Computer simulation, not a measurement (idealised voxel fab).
The document below concerns the process module designated voxel double patterning.
Each square cell in cross-section cut measures 5 nm, and the section as a whole is 170 nm wide.
A cross-section is written here as square cells arranged in a grid, and it is given in bands from the top down, each band taking up one or more rows of cells. Quick guide to a band line: top height, bottom height (nm) up front; then every material left to right with its width in nm. Only one material and it's marked "everywhere"? Then it fills the band edge to edge. And "blank" just means empty space. Heights are measured from 0, the level below which the as-received wafer is all one material; the lowest band has no bottom and continues downward, written as in "0 nm and below". Graded width ("30..40"): value in top row of band = first number; value in bottom row = second number; row-to-row change constant. When a step is marked "remains unaltered", none of the cells in the cross-section changed during that step. Empty spaces counting at least 8 cells and having no open way to the top are listed in "Trapped cavities". The notation width x height at distance is used for each, the distance being from the left edge and all three values in nm. Step line, after settings: the simulator's comment on this step. A step's line can hold "overlay nm"; with a mask on that step, the setting says how far right of the planned place the mask lay, while a negative setting says it lay to the left.
## Steps in the process plan
1: RECEIVE,material Si
2: CONFORMAL_DEP,material SiN,thk nm 5
3: DIRECTIONAL_DEP,material SiO2,thk nm 10
4: DIRECTIONAL_DEP,material SiCN,thk nm 5
5: DIRECTIONAL_DEP,material aC,thk nm 10
6: PATTERN,tone open,mask id FIRST,material resist,width nm 15,pitch nm 50,thk nm 30,overlay nm 0
7: DIRECTIONAL_ETCH,etch materials aC,depth nm 10
8: STRIP,etch materials resist
9: DIRECTIONAL_ETCH,etch materials SiCN,depth nm 5
10: STRIP,etch materials aC
11: PATTERN,tone open,mask id SECOND,material resist,width nm 15,pitch nm 50,thk nm 20,overlay nm 0
12: DIRECTIONAL_ETCH,etch materials SiCN,depth nm 5
13: STRIP,etch materials resist
14: DIRECTIONAL_ETCH,etch materials SiO2,depth nm 10
15: STRIP,etch materials SiCN
## Concerning the first of two wafers, which was run in accordance with the plan
## As-received wafer cross-section (after step 1)
  0 nm and below | Si everywhere
  Trapped cavities: none
## So this is the wafer cross-section right after step 2
  5 nm to 0 nm | SiN everywhere
  Note: structure below 0 unchanged.
## So this is the wafer cross-section right after step 3
  15 nm to 5 nm | SiO2 everywhere
  Note: structure below 5 unchanged.
## So this is the wafer cross-section right after step 4
  20 nm to 15 nm | SiCN everywhere
  Note: structure below 15 unchanged.
## So this is the wafer cross-section right after step 5
  30 nm to 20 nm | aC everywhere
  Note: structure below 20 unchanged.
## So this is the wafer cross-section right after step 6
  60 nm to 30 nm | resist 25 nm / blank 15 nm / resist 35 nm / blank 15 nm / resist 35 nm / blank 15 nm / resist 30 nm
  Note: structure below 30 unchanged.
## So this is the wafer cross-section right after step 7
  50 nm to 30 nm | resist 25 nm / blank 15 nm / resist 35 nm / blank 15 nm / resist 35 nm / blank 15 nm / resist 30 nm
  30 nm to 20 nm | aC 25 nm / blank 15 nm / aC 35 nm / blank 15 nm / aC 35 nm / blank 15 nm / aC 30 nm
  Note: structure below 20 unchanged.
## So this is the wafer cross-section right after step 8
  30 nm to 20 nm | aC 25 nm / blank 15 nm / aC 35 nm / blank 15 nm / aC 35 nm / blank 15 nm / aC 30 nm
  Note: structure below 20 unchanged.
## So this is the wafer cross-section right after step 9
  30 nm to 20 nm | aC 25 nm / blank 15 nm / aC 35 nm / blank 15 nm / aC 35 nm / blank 15 nm / aC 30 nm
  20 nm to 15 nm | SiCN 25 nm / blank 15 nm / SiCN 35 nm / blank 15 nm / SiCN 35 nm / blank 15 nm / SiCN 30 nm
  Note: structure below 15 unchanged.
## So this is the wafer cross-section right after step 10
  20 nm to 15 nm | SiCN 25 nm / blank 15 nm / SiCN 35 nm / blank 15 nm / SiCN 35 nm / blank 15 nm / SiCN 30 nm
  Note: structure below 15 unchanged.
## So this is the wafer cross-section right after step 11
  40 nm to 20 nm | resist 50 nm / blank 15 nm / resist 35 nm / blank 15 nm / resist 55 nm
  20 nm to 15 nm | SiCN 25 nm / resist 15 nm / SiCN 35 nm / resist 15 nm / SiCN 35 nm / resist 15 nm / SiCN 30 nm
  Note: structure below 15 unchanged.
## So this is the wafer cross-section right after step 12
  40 nm to 20 nm | resist 50 nm / blank 15 nm / resist 35 nm / blank 15 nm / resist 55 nm
  20 nm to 15 nm | SiCN 25 nm / resist 15 nm / SiCN 10 nm / blank 15 nm / SiCN 10 nm / resist 15 nm / SiCN 10 nm / blank 15 nm / SiCN 10 nm / resist 15 nm / SiCN 30 nm
  Note: structure below 15 unchanged.
## So this is the wafer cross-section right after step 13
  20 nm to 15 nm | SiCN 25 nm / blank 15 nm / SiCN 10 nm / blank 15 nm / SiCN 10 nm / blank 15 nm / SiCN 10 nm / blank 15 nm / SiCN 10 nm / blank 15 nm / SiCN 30 nm
  Note: structure below 15 unchanged.
## So this is the wafer cross-section right after step 14
  20 nm to 15 nm | SiCN 25 nm / blank 15 nm / SiCN 10 nm / blank 15 nm / SiCN 10 nm / blank 15 nm / SiCN 10 nm / blank 15 nm / SiCN 10 nm / blank 15 nm / SiCN 30 nm
  15 nm to 5 nm | SiO2 25 nm / blank 15 nm / SiO2 10 nm / blank 15 nm / SiO2 10 nm / blank 15 nm / SiO2 10 nm / blank 15 nm / SiO2 10 nm / blank 15 nm / SiO2 30 nm
  Note: structure below 5 unchanged.
## So this is the wafer cross-section right after step 15
  15 nm to 5 nm | SiO2 25 nm / blank 15 nm / SiO2 10 nm / blank 15 nm / SiO2 10 nm / blank 15 nm / SiO2 10 nm / blank 15 nm / SiO2 10 nm / blank 15 nm / SiO2 30 nm
  Note: structure below 5 unchanged.
## The remaining wafer, second of the two, started like the first and was run to the same plan, except that one mistake was made along the way; the two coincide through step 3, inclusive
## Cross-sectional representation of the second wafer at the time designated in the plan for the completion of step 4
  20 nm to 5 nm | SiO2 everywhere
  Note: structure below 5 unchanged.
## Cross-sectional representation of the second wafer at the time designated in the plan for the completion of step 5
  30 nm to 20 nm | aC everywhere
  Note: structure below 20 unchanged.
## Cross-sectional representation of the second wafer at the time designated in the plan for the completion of step 6
  60 nm to 30 nm | resist 25 nm / blank 15 nm / resist 35 nm / blank 15 nm / resist 35 nm / blank 15 nm / resist 30 nm
  Note: structure below 30 unchanged.
## Cross-sectional representation of the second wafer at the time designated in the plan for the completion of step 7
  50 nm to 30 nm | resist 25 nm / blank 15 nm / resist 35 nm / blank 15 nm / resist 35 nm / blank 15 nm / resist 30 nm
  30 nm to 20 nm | aC 25 nm / blank 15 nm / aC 35 nm / blank 15 nm / aC 35 nm / blank 15 nm / aC 30 nm
  Note: structure below 20 unchanged.
## Cross-sectional representation of the second wafer at the time designated in the plan for the completion of step 8
  30 nm to 20 nm | aC 25 nm / blank 15 nm / aC 35 nm / blank 15 nm / aC 35 nm / blank 15 nm / aC 30 nm
  Note: structure below 20 unchanged.
Cross-sectional representation of the second wafer at the time designated in the plan for the completion of step 9: remains unaltered
## Cross-sectional representation of the second wafer at the time designated in the plan for the completion of step 10
  20 nm to 5 nm | SiO2 everywhere
  Note: structure below 5 unchanged.
## Cross-sectional representation of the second wafer at the time designated in the plan for the completion of step 11
  40 nm to 20 nm | resist 50 nm / blank 15 nm / resist 35 nm / blank 15 nm / resist 55 nm
  Note: structure below 20 unchanged.
Cross-sectional representation of the second wafer at the time designated in the plan for the completion of step 12: remains unaltered
## Cross-sectional representation of the second wafer at the time designated in the plan for the completion of step 13
  20 nm to 5 nm | SiO2 everywhere
  Note: structure below 5 unchanged.
## Cross-sectional representation of the second wafer at the time designated in the plan for the completion of step 14
  10 nm to 5 nm | SiO2 everywhere
  Note: structure below 5 unchanged.
Cross-sectional representation of the second wafer at the time designated in the plan for the completion of step 15: remains unaltered
Which mistake was made when the wafer was run? note that step 4 departed from the planned setting and was carried out as DIRECTIONAL_DEP,material SiO2,thk nm 5
Final tally in cells, some materials are higher or lower on the second wafer than on the first: -4 SiO2
